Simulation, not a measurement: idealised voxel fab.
The process module presented herein is designated voxel transistor to metal.
Cross-section cut: width 150 nm, square cells of 5 nm.
A cross-section is written here as square cells arranged in a grid, and it is given in bands from the top down, each band taking up one or more rows of cells. Per band: top height and bottom height in nm, followed by the left-to-right materials and their widths in nm; "throughout" marks a single material spanning edge to edge, "blank" marks empty space. Where do heights start? At 0: under that level the wafer as delivered is made of one material only. And the lowest band has no floor; it just carries on downward, as in "top 0, no bottom". A width given as "30->40" starts at the first number in the band's top row and ends at the second number in its bottom row, shifting by an equal amount at every step from row to row. Any step labelled "no alteration" changed none of the cells in the cross-section. Empty spaces counting at least 8 cells and having no open way to the top are listed in "Sealed cavities". The notation width x height at distance is used for each, the distance being from the left edge and all three values in nm. On a step's line, text after the settings is the simulator commenting on that step. Each step line may optionally specify "overlay nm", which for a step with a mask gives the rightward distance between the mask's planned place and where it lay, a negative value indicating the leftward direction. For the reader: what remains of this document is a series of pairs, each showing a cross-section before one process step and a cross-section after that step which reaches down only to the lowest band that changed, with the step between them and its settings set out under the pair. It should not be assumed that a pair continues from the pair above it; the pairs can come from different runs of this module on the same starting wafer, and such continuity exists only where the entry headed "State before step" says so.
[State before step]
	top 0, no bottom = Si throughout
	Sealed cavities: none
[State After Step]
	top 0, bottom -5 = SiO2 throughout
	Note: structure below -5 unchanged.
	Sealed cavities: none
As a process note, the step between the before and after cross-sections shown above is OXIDIZE with depth nm 5
State before step: the state before this step is the cross-section shown after the step in the pair just above.
[State After Step]
	top 15, bottom 0 = SiN throughout
	Note: structure below 0 unchanged.
	Sealed cavities: none
As a process note, the step between the before and after cross-sections shown above is CONFORMAL_DEP with material SiN, thk nm 15
State before step: the state before this step is the cross-section shown after the step in the pair just above.
[State After Step]
	top 30, bottom 15 = blank 15 nm / resist 115 nm / blank 20 nm
	Note: structure below 15 unchanged.
	Sealed cavities: none
As a process note, the step between the before and after cross-sections shown above is PATTERN with tone cover, mask id ACTIVE, material resist, width nm 115, thk nm 15, overlay nm 0
State before step: the state before this step is the cross-section shown after the step in the pair just above.
[State After Step]
	top 30, bottom 15 = blank 15 nm / resist 115 nm / blank 20 nm
	top 15, bottom 0 = blank 15 nm / SiN 115 nm / blank 20 nm
	Note: structure below 0 unchanged.
	Sealed cavities: none
As a process note, the step between the before and after cross-sections shown above is DIRECTIONAL_ETCH with etch materials SiN, depth nm 15
State before step: the state before this step is the cross-section shown after the step in the pair just above.
[State After Step]
	top 30, bottom 15 = blank 15 nm / resist 115 nm / blank 20 nm
	top 15, bottom 0 = blank 15 nm / SiN 115 nm / blank 20 nm
	top 0, bottom -5 = blank 15 nm / SiO2 115 nm / blank 20 nm
	Note: structure below -5 unchanged.
	Sealed cavities: none
As a process note, the step between the before and after cross-sections shown above is DIRECTIONAL_ETCH with etch materials SiO2, depth nm 5
State before step: the state before this step is the cross-section shown after the step in the pair just above.
[State After Step]
	top 30, bottom 15 = blank 15 nm / resist 115 nm / blank 20 nm
	top 15, bottom 0 = blank 15 nm / SiN 115 nm / blank 20 nm
	top 0, bottom -5 = blank 15 nm / SiO2 115 nm / blank 20 nm
	top -5, bottom -40 = blank 15 nm / Si 115 nm / blank 20 nm
	Note: structure below -40 unchanged.
	Sealed cavities: none
As a process note, the step between the before and after cross-sections shown above is DIRECTIONAL_ETCH with etch materials Si, depth nm 35
State before step: the state before this step is the cross-section shown after the step in the pair just above.
[State After Step]
	top 15, bottom 0 = blank 15 nm / SiN 115 nm / blank 20 nm
	Note: structure below 0 unchanged.
	Sealed cavities: none
As a process note, the step between the before and after cross-sections shown above is STRIP with etch materials resist
State before step: the state before this step is the cross-section shown after the step in the pair just above.
[State After Step]
	top 30, bottom 15 = SiO2 throughout
	top 15, bottom 0 = SiO2 15 nm / SiN 115 nm / SiO2 20 nm
	top 0, bottom -5 = SiO2 throughout
	top -5, bottom -40 = SiO2 15 nm / Si 115 nm / SiO2 20 nm
	Note: structure below -40 unchanged.
	Sealed cavities: none
As a process note, the step between the before and after cross-sections shown above is FILL_DEP with material SiO2, thk nm 15
State before step: the state before this step is the cross-section shown after the step in the pair just above.
[State After Step]
	top 15, bottom 0 = SiO2 15 nm / SiN 115 nm / SiO2 20 nm
	Note: structure below 0 unchanged.
	Sealed cavities: none
As a process note, the step between the before and after cross-sections shown above is CMP with height nm 15
State before step: the state before this step is the cross-section shown after the step in the pair just above.
[State After Step]
	top 15, bottom 10 = blank 15 nm / SiN 115 nm / blank 20 nm
	Note: structure below 10 unchanged.
	Sealed cavities: none
As a process note, the step between the before and after cross-sections shown above is SELECTIVE_ETCH with etch materials SiO2, depth nm 5
State before step: the state before this step is the cross-section shown after the step in the pair just above.
[State After Step]
	top 10, bottom 0 = SiO2 15 nm / blank 115 nm / SiO2 20 nm
	Note: structure below 0 unchanged.
	Sealed cavities: none
As a process note, the step between the before and after cross-sections shown above is STRIP with etch materials SiN
State before step: the state before this step is the cross-section shown after the step in the pair just above.
[State After Step]
	top 5, bottom -5 = SiO2 10 nm / blank 125 nm / SiO2 15 nm
	Note: structure below -5 unchanged.
	Sealed cavities: none
As a process note, the step between the before and after cross-sections shown above is SELECTIVE_ETCH with etch materials SiO2, depth nm 5
State before step: the state before this step is the cross-section shown after the step in the pair just above.
[State After Step]
	top 5, bottom -5 = SiO2 10 nm / blank 125 nm / SiO2 15 nm
	top -5, bottom -10 = SiO2 throughout
	Note: structure below -10 unchanged.
	Sealed cavities: none
As a process note, the step between the before and after cross-sections shown above is OXIDIZE with depth nm 5
State before step: the state before this step is the cross-section shown after the step in the pair just above.
[State After Step]
	top 35, bottom 25 = polySi 10 nm / blank 125 nm / polySi 15 nm
	top 25, bottom 5 = polySi throughout
	top 5, bottom -5 = SiO2 10 nm / polySi 125 nm / SiO2 15 nm
	Note: structure below -5 unchanged.
	Sealed cavities: none
As a process note, the step between the before and after cross-sections shown above is DIRECTIONAL_DEP with material polySi, thk nm 30
State before step: the state before this step is the cross-section shown after the step in the pair just above.
[State After Step]
	top 50, bottom 40 = SiCN 10 nm / blank 125 nm / SiCN 15 nm
	top 40, bottom 35 = SiCN throughout
	top 35, bottom 25 = polySi 10 nm / SiCN 125 nm / polySi 15 nm
	Note: structure below 25 unchanged.
	Sealed cavities: none
As a process note, the step between the before and after cross-sections shown above is DIRECTIONAL_DEP with material SiCN, thk nm 15
State before step: the state before this step is the cross-section shown after the step in the pair just above.
[State After Step]
	top 65, bottom 55 = aC 10 nm / blank 125 nm / aC 15 nm
	top 55, bottom 50 = aC throughout
	top 50, bottom 40 = SiCN 10 nm / aC 125 nm / SiCN 15 nm
	Note: structure below 40 unchanged.
	Sealed cavities: none
As a process note, the step between the before and after cross-sections shown above is DIRECTIONAL_DEP with material aC, thk nm 15
State before step: the state before this step is the cross-section shown after the step in the pair just above.
[State After Step]
	top 100, bottom 65 = blank 55 nm / resist 35 nm / blank 60 nm
	top 65, bottom 55 = aC 10 nm / blank 45 nm / resist 35 nm / blank 45 nm / aC 15 nm
	Note: structure below 55 unchanged.
	Sealed cavities: none
As a process note, the step between the before and after cross-sections shown above is PATTERN with tone cover, mask id GATE, material resist, width nm 35, thk nm 35, overlay nm 0
State before step: the state before this step is the cross-section shown after the step in the pair just above.
[State After Step]
	top 85, bottom 55 = blank 55 nm / resist 35 nm / blank 60 nm
	top 55, bottom 50 = blank 55 nm / aC 35 nm / blank 60 nm
	top 50, bottom 40 = SiCN 10 nm / blank 45 nm / aC 35 nm / blank 45 nm / SiCN 15 nm
	Note: structure below 40 unchanged.
	Sealed cavities: none
As a process note, the step between the before and after cross-sections shown above is DIRECTIONAL_ETCH with etch materials aC, depth nm 15
State before step: the state before this step is the cross-section shown after the step in the pair just above.
[State After Step]
	top 55, bottom 50 = blank 55 nm / aC 35 nm / blank 60 nm
	Note: structure below 50 unchanged.
	Sealed cavities: none
As a process note, the step between the before and after cross-sections shown above is STRIP with etch materials resist
State before step: the state before this step is the cross-section shown after the step in the pair just above.
[State After Step]
	top 55, bottom 40 = blank 55 nm / aC 35 nm / blank 60 nm
	top 40, bottom 35 = blank 55 nm / SiCN 35 nm / blank 60 nm
	top 35, bottom 25 = polySi 10 nm / blank 45 nm / SiCN 35 nm / blank 45 nm / polySi 15 nm
	Note: structure below 25 unchanged.
	Sealed cavities: none
As a process note, the step between the before and after cross-sections shown above is DIRECTIONAL_ETCH with etch materials SiCN, depth nm 25
State before step: the state before this step is the cross-section shown after the step in the pair just above.
[State After Step]
	top 55, bottom 40 = blank 55 nm / aC 35 nm / blank 60 nm
	top 40, bottom 25 = blank 55 nm / SiCN 35 nm / blank 60 nm
	top 25, bottom 5 = blank 55 nm / polySi 35 nm / blank 60 nm
	top 5, bottom -5 = SiO2 10 nm / blank 45 nm / polySi 35 nm / blank 45 nm / SiO2 15 nm
	Note: structure below -5 unchanged.
	Sealed cavities: none
As a process note, the step between the before and after cross-sections shown above is DIRECTIONAL_ETCH with etch materials polySi, depth nm 40
State before step: the state before this step is the cross-section shown after the step in the pair just above.
[State After Step]
	top 40, bottom 25 = blank 55 nm / SiCN 35 nm / blank 60 nm
	Note: structure below 25 unchanged.
	Sealed cavities: none
As a process note, the step between the before and after cross-sections shown above is STRIP with etch materials aC
State before step: the state before this step is the cross-section shown after the step in the pair just above.
[State After Step]
	top 45, bottom 40 = blank 50 nm / SiO2 45 nm / blank 55 nm
	top 40, bottom 25 = blank 50 nm / SiO2 5 nm / SiCN 35 nm / SiO2 5 nm / blank 55 nm
	top 25, bottom 10 = blank 50 nm / SiO2 5 nm / polySi 35 nm / SiO2 5 nm / blank 55 nm
	top 10, bottom 0 = SiO2 15 nm / blank 35 nm / SiO2 5 nm / polySi 35 nm / SiO2 5 nm / blank 35 nm / SiO2 20 nm
	top 0, bottom -5 = SiO2 55 nm / polySi 35 nm / SiO2 60 nm
	Note: structure below -5 unchanged.
	Sealed cavities: none
As a process note, the step between the before and after cross-sections shown above is CONFORMAL_DEP with material SiO2, thk nm 5
State before step: the state before this step is the cross-section shown after the step in the pair just above.
[State After Step]
	top 40, bottom 25 = blank 50 nm / SiO2 5 nm / SiCN 35 nm / SiO2 5 nm / blank 55 nm
	top 25, bottom 5 = blank 50 nm / SiO2 5 nm / polySi 35 nm / SiO2 5 nm / blank 55 nm
	top 5, bottom -5 = SiO2 15 nm / blank 35 nm / SiO2 5 nm / polySi 35 nm / SiO2 5 nm / blank 35 nm / SiO2 20 nm
	Note: structure below -5 unchanged.
	Sealed cavities: none
As a process note, the step between the before and after cross-sections shown above is DIRECTIONAL_ETCH with etch materials SiO2, depth nm 5
State before step: the state before this step is the cross-section shown after the step in the pair just above.
[State After Step]
	top 45, bottom 40 = blank 45 nm / SiN 55 nm / blank 50 nm
	top 40, bottom 25 = blank 45 nm / SiN 5 nm / SiO2 5 nm / SiCN 35 nm / SiO2 5 nm / SiN 5 nm / blank 50 nm
	top 25, bottom 10 = blank 45 nm / SiN 5 nm / SiO2 5 nm / polySi 35 nm / SiO2 5 nm / SiN 5 nm / blank 50 nm
	top 10, bottom 5 = SiN 20 nm / blank 25 nm / SiN 5 nm / SiO2 5 nm / polySi 35 nm / SiO2 5 nm / SiN 5 nm / blank 25 nm / SiN 25 nm
	top 5, bottom 0 = SiO2 15 nm / SiN 5 nm / blank 25 nm / SiN 5 nm / SiO2 5 nm / polySi 35 nm / SiO2 5 nm / SiN 5 nm / blank 25 nm / SiN 5 nm / SiO2 20 nm
	top 0, bottom -5 = SiO2 15 nm / SiN 35 nm / SiO2 5 nm / polySi 35 nm / SiO2 5 nm / SiN 35 nm / SiO2 20 nm
	Note: structure below -5 unchanged.
	Sealed cavities: none
As a process note, the step between the before and after cross-sections shown above is CONFORMAL_DEP with material SiN, thk nm 5
State before step: the state before this step is the cross-section shown after the step in the pair just above.
[State After Step]
	top 40, bottom 25 = blank 45 nm / SiN 5 nm / SiO2 5 nm / SiCN 35 nm / SiO2 5 nm / SiN 5 nm / blank 50 nm
	top 25, bottom 5 = blank 45 nm / SiN 5 nm / SiO2 5 nm / polySi 35 nm / SiO2 5 nm / SiN 5 nm / blank 50 nm
	top 5, bottom -5 = SiO2 15 nm / SiN 5 nm / blank 25 nm / SiN 5 nm / SiO2 5 nm / polySi 35 nm / SiO2 5 nm / SiN 5 nm / blank 25 nm / SiN 5 nm / SiO2 20 nm
	Note: structure below -5 unchanged.
	Sealed cavities: none
As a process note, the step between the before and after cross-sections shown above is DIRECTIONAL_ETCH with etch materials SiN, depth nm 5
State before step: the state before this step is the cross-section shown after the step in the pair just above.
[State After Step]
	top 40, bottom 35 = blank 45 nm / SiN 5 nm / blank 5 nm / SiCN 35 nm / blank 5 nm / SiN 5 nm / blank 50 nm
	top 35, bottom 25 = blank 45 nm / SiN 5 nm / SiO2 5 nm / SiCN 35 nm / SiO2 5 nm / SiN 5 nm / blank 50 nm
	top 25, bottom 5 = blank 45 nm / SiN 5 nm / SiO2 5 nm / polySi 35 nm / SiO2 5 nm / SiN 5 nm / blank 50 nm
	top 5, bottom 0 = blank 15 nm / SiN 5 nm / blank 25 nm / SiN 5 nm / SiO2 5 nm / polySi 35 nm / SiO2 5 nm / SiN 5 nm / blank 25 nm / SiN 5 nm / blank 20 nm
	top 0, bottom -5 = SiO2 15 nm / SiN 5 nm / blank 25 nm / SiN 5 nm / SiO2 5 nm / polySi 35 nm / SiO2 5 nm / SiN 5 nm / blank 25 nm / SiN 5 nm / SiO2 20 nm
	top -5, bottom -10 = SiO2 20 nm / blank 25 nm / SiO2 55 nm / blank 25 nm / SiO2 25 nm
	Note: structure below -10 unchanged.
	Sealed cavities: none
As a process note, the step between the before and after cross-sections shown above is DIRECTIONAL_ETCH with etch materials SiO2, depth nm 5
State before step: the state before this step is the cross-section shown after the step in the pair just above.
[State After Step]
	top 40, bottom 35 = blank 45 nm / SiN 5 nm / blank 5 nm / SiCN 35 nm / blank 5 nm / SiN 5 nm / blank 50 nm
	top 35, bottom 25 = blank 45 nm / SiN 5 nm / SiO2 5 nm / SiCN 35 nm / SiO2 5 nm / SiN 5 nm / blank 50 nm
	top 25, bottom 5 = blank 45 nm / SiN 5 nm / SiO2 5 nm / polySi 35 nm / SiO2 5 nm / SiN 5 nm / blank 50 nm
	top 5, bottom 0 = blank 15 nm / SiN 5 nm / blank 25 nm / SiN 5 nm / SiO2 5 nm / polySi 35 nm / SiO2 5 nm / SiN 5 nm / blank 25 nm / SiN 5 nm / blank 20 nm
	top 0, bottom -5 = SiO2 15 nm / SiN 5 nm / blank 25 nm / SiN 5 nm / SiO2 5 nm / polySi 35 nm / SiO2 5 nm / SiN 5 nm / blank 25 nm / SiN 5 nm / SiO2 20 nm
	top -5, bottom -10 = SiO2 20 nm / blank 25 nm / SiO2 55 nm / blank 25 nm / SiO2 25 nm
	top -10, bottom -15 = SiO2 15 nm / Si 5 nm / blank 25 nm / Si 55 nm / blank 25 nm / Si 5 nm / SiO2 20 nm
	Note: structure below -15 unchanged.
	Sealed cavities: none
As a process note, the step between the before and after cross-sections shown above is DIRECTIONAL_ETCH with etch materials Si, depth nm 5
State before step: the state before this step is the cross-section shown after the step in the pair just above.
[State After Step]
	top 40, bottom 35 = blank 45 nm / SiN 5 nm / blank 5 nm / SiCN 35 nm / blank 5 nm / SiN 5 nm / blank 50 nm
	top 35, bottom 25 = blank 45 nm / SiN 5 nm / SiO2 5 nm / SiCN 35 nm / SiO2 5 nm / SiN 5 nm / blank 50 nm
	top 25, bottom 5 = blank 45 nm / SiN 5 nm / SiO2 5 nm / polySi 35 nm / SiO2 5 nm / SiN 5 nm / blank 50 nm
	top 5, bottom 0 = blank 15 nm / SiN 5 nm / blank 25 nm / SiN 5 nm / SiO2 5 nm / polySi 35 nm / SiO2 5 nm / SiN 5 nm / blank 25 nm / SiN 5 nm / blank 20 nm
	top 0, bottom -5 = SiO2 15 nm / SiN 5 nm / blank 25 nm / SiN 5 nm / SiO2 5 nm / polySi 35 nm / SiO2 5 nm / SiN 5 nm / blank 25 nm / SiN 5 nm / SiO2 20 nm
	top -5, bottom -10 = SiO2 20 nm / nSi 5 nm / blank 15 nm / nSi 5 nm / SiO2 55 nm / nSi 5 nm / blank 15 nm / nSi 5 nm / SiO2 25 nm
	top -10, bottom -15 = SiO2 15 nm / Si 5 nm / nSi 25 nm / Si 55 nm / nSi 25 nm / Si 5 nm / SiO2 20 nm
	Note: structure below -15 unchanged.
	Sealed cavities: none
As a process note, the step between the before and after cross-sections shown above is EPI with material nSi, thk nm 5
State before step: the state before this step is the cross-section shown after the step in the pair just above.
[State After Step]
	top 45, bottom 40 = SiO2 throughout
	top 40, bottom 25 = SiO2 45 nm / SiN 5 nm / SiO2 5 nm / SiCN 35 nm / SiO2 5 nm / SiN 5 nm / SiO2 50 nm
	top 25, bottom 5 = SiO2 45 nm / SiN 5 nm / SiO2 5 nm / polySi 35 nm / SiO2 5 nm / SiN 5 nm / SiO2 50 nm
	top 5, bottom -5 = SiO2 15 nm / SiN 5 nm / SiO2 25 nm / SiN 5 nm / SiO2 5 nm / polySi 35 nm / SiO2 5 nm / SiN 5 nm / SiO2 25 nm / SiN 5 nm / SiO2 20 nm
	top -5, bottom -10 = SiO2 20 nm / nSi 5 nm / SiO2 15 nm / nSi 5 nm / SiO2 55 nm / nSi 5 nm / SiO2 15 nm / nSi 5 nm / SiO2 25 nm
	Note: structure below -10 unchanged.
	Sealed cavities: none
As a process note, the step between the before and after cross-sections shown above is FILL_DEP with material SiO2, thk nm 5
State before step: the state before this step is the cross-section shown after the step in the pair just above.
[State After Step]
	top 25, bottom 5 = SiO2 45 nm / SiN 5 nm / SiO2 5 nm / polySi 35 nm / SiO2 5 nm / SiN 5 nm / SiO2 50 nm
	Note: structure below 5 unchanged.
	Sealed cavities: none
As a process note, the step between the before and after cross-sections shown above is CMP with height nm 25
State before step: the state before this step is the cross-section shown after the step in the pair just above.
[State After Step]
	top 25, bottom 5 = SiO2 45 nm / SiN 5 nm / SiO2 5 nm / blank 35 nm / SiO2 5 nm / SiN 5 nm / SiO2 50 nm
	top 5, bottom -5 = SiO2 15 nm / SiN 5 nm / SiO2 25 nm / SiN 5 nm / SiO2 5 nm / blank 35 nm / SiO2 5 nm / SiN 5 nm / SiO2 25 nm / SiN 5 nm / SiO2 20 nm
	Note: structure below -5 unchanged.
	Sealed cavities: none
As a process note, the step between the before and after cross-sections shown above is STRIP with etch materials polySi
State before step: the state before this step is the cross-section shown after the step in the pair just above.
[State After Step]
	top 25, bottom 20 = blank 45 nm / SiN 5 nm / blank 45 nm / SiN 5 nm / blank 50 nm
	top 20, bottom 5 = SiO2 45 nm / SiN 5 nm / blank 45 nm / SiN 5 nm / SiO2 50 nm
	top 5, bottom -5 = SiO2 15 nm / SiN 5 nm / SiO2 25 nm / SiN 5 nm / blank 45 nm / SiN 5 nm / SiO2 25 nm / SiN 5 nm / SiO2 20 nm
	top -5, bottom -10 = SiO2 20 nm / nSi 5 nm / SiO2 15 nm / nSi 5 nm / SiO2 5 nm / blank 45 nm / SiO2 5 nm / nSi 5 nm / SiO2 15 nm / nSi 5 nm / SiO2 25 nm
	Note: structure below -10 unchanged.
	Sealed cavities: none
As a process note, the step between the before and after cross-sections shown above is SELECTIVE_ETCH with etch materials SiO2, depth nm 5
State before step: the state before this step is the cross-section shown after the step in the pair just above.
[State After Step]
	top 30, bottom 25 = blank 40 nm / HfO2 15 nm / blank 35 nm / HfO2 15 nm / blank 45 nm
	top 25, bottom 20 = HfO2 45 nm / SiN 5 nm / HfO2 5 nm / blank 35 nm / HfO2 5 nm / SiN 5 nm / HfO2 50 nm
	top 20, bottom 5 = SiO2 45 nm / SiN 5 nm / HfO2 5 nm / blank 35 nm / HfO2 5 nm / SiN 5 nm / SiO2 50 nm
	top 5, bottom -5 = SiO2 15 nm / SiN 5 nm / SiO2 25 nm / SiN 5 nm / HfO2 5 nm / blank 35 nm / HfO2 5 nm / SiN 5 nm / SiO2 25 nm / SiN 5 nm / SiO2 20 nm
	top -5, bottom -10 = SiO2 20 nm / nSi 5 nm / SiO2 15 nm / nSi 5 nm / SiO2 5 nm / HfO2 45 nm / SiO2 5 nm / nSi 5 nm / SiO2 15 nm / nSi 5 nm / SiO2 25 nm
	Note: structure below -10 unchanged.
	Sealed cavities: none
As a process note, the step between the before and after cross-sections shown above is CONFORMAL_DEP with material HfO2, thk nm 5
State before step: the state before this step is the cross-section shown after the step in the pair just above.
[State After Step]
	top 35, bottom 30 = blank 35 nm / TiN 25 nm / blank 25 nm / TiN 25 nm / blank 40 nm
	top 30, bottom 25 = TiN 40 nm / HfO2 15 nm / TiN 5 nm / blank 25 nm / TiN 5 nm / HfO2 15 nm / TiN 45 nm
	top 25, bottom 20 = HfO2 45 nm / SiN 5 nm / HfO2 5 nm / TiN 5 nm / blank 25 nm / TiN 5 nm / HfO2 5 nm / SiN 5 nm / HfO2 50 nm
	top 20, bottom 5 = SiO2 45 nm / SiN 5 nm / HfO2 5 nm / TiN 5 nm / blank 25 nm / TiN 5 nm / HfO2 5 nm / SiN 5 nm / SiO2 50 nm
	top 5, bottom 0 = SiO2 15 nm / SiN 5 nm / SiO2 25 nm / SiN 5 nm / HfO2 5 nm / TiN 5 nm / blank 25 nm / TiN 5 nm / HfO2 5 nm / SiN 5 nm / SiO2 25 nm / SiN 5 nm / SiO2 20 nm
	top 0, bottom -5 = SiO2 15 nm / SiN 5 nm / SiO2 25 nm / SiN 5 nm / HfO2 5 nm / TiN 35 nm / HfO2 5 nm / SiN 5 nm / SiO2 25 nm / SiN 5 nm / SiO2 20 nm
	Note: structure below -5 unchanged.
	Sealed cavities: none
As a process note, the step between the before and after cross-sections shown above is CONFORMAL_DEP with material TiN, thk nm 5
State before step: the state before this step is the cross-section shown after the step in the pair just above.
[State After Step]
	top 40, bottom 35 = W throughout
	top 35, bottom 30 = W 35 nm / TiN 25 nm / W 25 nm / TiN 25 nm / W 40 nm
	top 30, bottom 25 = TiN 40 nm / HfO2 15 nm / TiN 5 nm / W 25 nm / TiN 5 nm / HfO2 15 nm / TiN 45 nm
	top 25, bottom 20 = HfO2 45 nm / SiN 5 nm / HfO2 5 nm / TiN 5 nm / W 25 nm / TiN 5 nm / HfO2 5 nm / SiN 5 nm / HfO2 50 nm
	top 20, bottom 5 = SiO2 45 nm / SiN 5 nm / HfO2 5 nm / TiN 5 nm / W 25 nm / TiN 5 nm / HfO2 5 nm / SiN 5 nm / SiO2 50 nm
	top 5, bottom 0 = SiO2 15 nm / SiN 5 nm / SiO2 25 nm / SiN 5 nm / HfO2 5 nm / TiN 5 nm / W 25 nm / TiN 5 nm / HfO2 5 nm / SiN 5 nm / SiO2 25 nm / SiN 5 nm / SiO2 20 nm
	Note: structure below 0 unchanged.
	Sealed cavities: none
As a process note, the step between the before and after cross-sections shown above is FILL_DEP with material W, thk nm 5
State before step: the state before this step is the cross-section shown after the step in the pair just above.
[State After Step]
	top 20, bottom 5 = SiO2 45 nm / SiN 5 nm / HfO2 5 nm / TiN 5 nm / W 25 nm / TiN 5 nm / HfO2 5 nm / SiN 5 nm / SiO2 50 nm
	Note: structure below 5 unchanged.
	Sealed cavities: none
As a process note, the step between the before and after cross-sections shown above is CMP with height nm 20
State before step: the state before this step is the cross-section shown after the step in the pair just above.
[State After Step]
	top 30, bottom 20 = SiO2 throughout
	Note: structure below 20 unchanged.
	Sealed cavities: none
As a process note, the step between the before and after cross-sections shown above is DIRECTIONAL_DEP with material SiO2, thk nm 10
State before step: the state before this step is the cross-section shown after the step in the pair just above.
[State After Step]
	top 30, bottom 20 = SiO2 20 nm / blank 15 nm / SiO2 75 nm / blank 15 nm / SiO2 25 nm
	top 20, bottom 5 = SiO2 20 nm / blank 15 nm / SiO2 10 nm / SiN 5 nm / HfO2 5 nm / TiN 5 nm / W 25 nm / TiN 5 nm / HfO2 5 nm / SiN 5 nm / SiO2 10 nm / blank 15 nm / SiO2 25 nm
	top 5, bottom 0 = SiO2 15 nm / SiN 5 nm / blank 15 nm / SiO2 10 nm / SiN 5 nm / HfO2 5 nm / TiN 5 nm / W 25 nm / TiN 5 nm / HfO2 5 nm / SiN 5 nm / SiO2 10 nm / blank 15 nm / SiN 5 nm / SiO2 20 nm
	top 0, bottom -5 = SiO2 15 nm / SiN 5 nm / blank 15 nm / SiO2 10 nm / SiN 5 nm / HfO2 5 nm / TiN 35 nm / HfO2 5 nm / SiN 5 nm / SiO2 10 nm / blank 15 nm / SiN 5 nm / SiO2 20 nm
	top -5, bottom -10 = SiO2 20 nm / nSi 5 nm / blank 10 nm / SiO2 5 nm / nSi 5 nm / SiO2 5 nm / HfO2 45 nm / SiO2 5 nm / nSi 5 nm / SiO2 5 nm / blank 10 nm / nSi 5 nm / SiO2 25 nm
	Note: structure below -10 unchanged.
	Sealed cavities: none
As a process note, the step between the before and after cross-sections shown above is MASKED_ETCH with tone open, mask id CONTACT, width nm 15, pitch nm 90, etch materials SiO2, depth nm 40, overlay nm 0
State before step: the state before this step is the cross-section shown after the step in the pair just above.
[State After Step]
	top 35, bottom 30 = TiN 25 nm / blank 5 nm / TiN 85 nm / blank 5 nm / TiN 30 nm
	top 30, bottom 20 = SiO2 20 nm / TiN 5 nm / blank 5 nm / TiN 5 nm / SiO2 75 nm / TiN 5 nm / blank 5 nm / TiN 5 nm / SiO2 25 nm
	top 20, bottom 5 = SiO2 20 nm / TiN 5 nm / blank 5 nm / TiN 5 nm / SiO2 10 nm / SiN 5 nm / HfO2 5 nm / TiN 5 nm / W 25 nm / TiN 5 nm / HfO2 5 nm / SiN 5 nm / SiO2 10 nm / TiN 5 nm / blank 5 nm / TiN 5 nm / SiO2 25 nm
	top 5, bottom 0 = SiO2 15 nm / SiN 5 nm / TiN 5 nm / blank 5 nm / TiN 5 nm / SiO2 10 nm / SiN 5 nm / HfO2 5 nm / TiN 5 nm / W 25 nm / TiN 5 nm / HfO2 5 nm / SiN 5 nm / SiO2 10 nm / TiN 5 nm / blank 5 nm / TiN 5 nm / SiN 5 nm / SiO2 20 nm
	top 0, bottom -5 = SiO2 15 nm / SiN 5 nm / TiN 15 nm / SiO2 10 nm / SiN 5 nm / HfO2 5 nm / TiN 35 nm / HfO2 5 nm / SiN 5 nm / SiO2 10 nm / TiN 15 nm / SiN 5 nm / SiO2 20 nm
	top -5, bottom -10 = SiO2 20 nm / nSi 5 nm / TiN 10 nm / SiO2 5 nm / nSi 5 nm / SiO2 5 nm / HfO2 45 nm / SiO2 5 nm / nSi 5 nm / SiO2 5 nm / TiN 10 nm / nSi 5 nm / SiO2 25 nm
	Note: structure below -10 unchanged.
	Sealed cavities: none
As a process note, the step between the before and after cross-sections shown above is CONFORMAL_DEP with material TiN, thk nm 5
State before step: the state before this step is the cross-section shown after the step in the pair just above.
[State After Step]
	top 45, bottom 35 = W throughout
	top 35, bottom 30 = TiN 25 nm / W 5 nm / TiN 85 nm / W 5 nm / TiN 30 nm
	top 30, bottom 20 = SiO2 20 nm / TiN 5 nm / W 5 nm / TiN 5 nm / SiO2 75 nm / TiN 5 nm / W 5 nm / TiN 5 nm / SiO2 25 nm
	top 20, bottom 5 = SiO2 20 nm / TiN 5 nm / W 5 nm / TiN 5 nm / SiO2 10 nm / SiN 5 nm / HfO2 5 nm / TiN 5 nm / W 25 nm / TiN 5 nm / HfO2 5 nm / SiN 5 nm / SiO2 10 nm / TiN 5 nm / W 5 nm / TiN 5 nm / SiO2 25 nm
	top 5, bottom 0 = SiO2 15 nm / SiN 5 nm / TiN 5 nm / W 5 nm / TiN 5 nm / SiO2 10 nm / SiN 5 nm / HfO2 5 nm / TiN 5 nm / W 25 nm / TiN 5 nm / HfO2 5 nm / SiN 5 nm / SiO2 10 nm / TiN 5 nm / W 5 nm / TiN 5 nm / SiN 5 nm / SiO2 20 nm
	Note: structure below 0 unchanged.
	Sealed cavities: none
As a process note, the step between the before and after cross-sections shown above is FILL_DEP with material W, thk nm 10
State before step: the state before this step is the cross-section shown after the step in the pair just above.
[State After Step]
	top 30, bottom 20 = SiO2 20 nm / TiN 5 nm / W 5 nm / TiN 5 nm / SiO2 75 nm / TiN 5 nm / W 5 nm / TiN 5 nm / SiO2 25 nm
	Note: structure below 20 unchanged.
	Sealed cavities: none
As a process note, the step between the before and after cross-sections shown above is CMP with height nm 30
State before step: the state before this step is the cross-section shown after the step in the pair just above.
[State After Step]
	top 35, bottom 30 = SiCN throughout
	Note: structure below 30 unchanged.
	Sealed cavities: none
As a process note, the step between the before and after cross-sections shown above is CONFORMAL_DEP with material SiCN, thk nm 5
State before step: the state before this step is the cross-section shown after the step in the pair just above.
[State After Step]
	top 50, bottom 35 = lowk throughout
	Note: structure below 35 unchanged.
	Sealed cavities: none
As a process note, the step between the before and after cross-sections shown above is DIRECTIONAL_DEP with material lowk, thk nm 15
State before step: the state before this step is the cross-section shown after the step in the pair just above.
[State After Step]
	top 65, bottom 50 = resist 20 nm / blank 15 nm / resist 75 nm / blank 15 nm / resist 25 nm
	Note: structure below 50 unchanged.
	Sealed cavities: none
As a process note, the step between the before and after cross-sections shown above is PATTERN with tone open, mask id METAL_1, material resist, width nm 15, pitch nm 90, thk nm 15, overlay nm 0
State before step: the state before this step is the cross-section shown after the step in the pair just above.
[State After Step]
	top 65, bottom 50 = resist 20 nm / blank 15 nm / resist 75 nm / blank 15 nm / resist 25 nm
	top 50, bottom 35 = lowk 20 nm / blank 15 nm / lowk 75 nm / blank 15 nm / lowk 25 nm
	Note: structure below 35 unchanged.
	Sealed cavities: none
As a process note, the step between the before and after cross-sections shown above is DIRECTIONAL_ETCH with etch materials lowk, depth nm 15
State before step: the state before this step is the cross-section shown after the step in the pair just above.
[State After Step]
	top 65, bottom 50 = resist 20 nm / blank 15 nm / resist 75 nm / blank 15 nm / resist 25 nm
	top 50, bottom 35 = lowk 20 nm / blank 15 nm / lowk 75 nm / blank 15 nm / lowk 25 nm
	top 35, bottom 30 = SiCN 20 nm / blank 15 nm / SiCN 75 nm / blank 15 nm / SiCN 25 nm
	Note: structure below 30 unchanged.
	Sealed cavities: none
As a process note, the step between the before and after cross-sections shown above is DIRECTIONAL_ETCH with etch materials SiCN, depth nm 5
